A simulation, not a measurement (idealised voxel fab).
Module name: voxel tone inversion (process module)
The figure presents cross-section cut, which has a width of 200 nm and is divided into square cells with an edge length of 5 nm.
A cross-section is written here as square cells arranged in a grid, and it is given in bands from the top down, each band taking up one or more rows of cells.
The band entry comprises the height of the band's top followed by the height of its bottom, expressed in nm, and subsequently the band's materials from left to right, each stated together with its width in nm. Where a single material is marked with the word "throughout", that material fills the band from edge to edge. The word "empty" represents empty space.
Height 0 is the level under which the wafer as received is all one material. The lowest band goes on downwards, as in "0..down".
The notation "30..40" denotes a width that varies across the rows of cells in the band, beginning at the first number in the top row, finishing at the second number in the bottom row, and changing by an identical amount from each row to the next.
For the purposes of this document, the phrase "changes: none" attached to a step denotes that no cell within the cross-section was modified by that step.
"Sealed cavities" means: voids of 8 cells or more that are shut off from the top with no open way through. Written width x height at distance, distance from the left edge, in nm.
Anything after a step's settings on that line? It's the simulator's own note about the step.
overlay nm: how far to the right of its planned place the mask lay on this masked step (negative: to the left).
Plan
- 1: RECEIVE, material Si
- 2: CONFORMAL_DEP, material SiN, thk nm 5
- 3: DIRECTIONAL_DEP, material aC, thk nm 20
- 4: PATTERN, tone cover, mask id POSTS, material resist, width nm 20, pitch nm 35, thk nm 30, overlay nm 0
- 5: DIRECTIONAL_ETCH, etch materials aC, depth nm 20
- 6: STRIP, etch materials resist
- 7: FILL_DEP, material SiO2, thk nm 10
- 8: CMP, height nm 25
- 9: STRIP, etch materials aC
- 10: CONFORMAL_DEP, material TiN, thk nm 5
- 11: FILL_DEP, material W, thk nm 10
- 12: CMP, height nm 25
- 13: CONFORMAL_DEP, material SiCN, thk nm 5
As received (post step 1): cross-section
	0..down | Si throughout
	Sealed cavities: none
End-of-module cross-section. Starting structure and process plan as above; one mistake made in running it
	45..40 | SiCN throughout
	40..30 | W throughout
	30..25 | 60 of TiN, 10 of W, 25 of TiN, 10 of W, 25 of TiN, 10 of W, 60 of TiN
	25..10 | 55 of SiO2, 5 of TiN, 10 of W, 5 of TiN, 15 of SiO2, 5 of TiN, 10 of W, 5 of TiN, 15 of SiO2, 5 of TiN, 10 of W, 5 of TiN, 55 of SiO2
	10..5 | 55 of SiO2, 20 of TiN, 15 of SiO2, 20 of TiN, 15 of SiO2, 20 of TiN, 55 of SiO2
	5..0 | SiN throughout
	0..down | Si throughout
	Sealed cavities: none
Misprocessing identified: plan step 12 was not performed, having been skipped
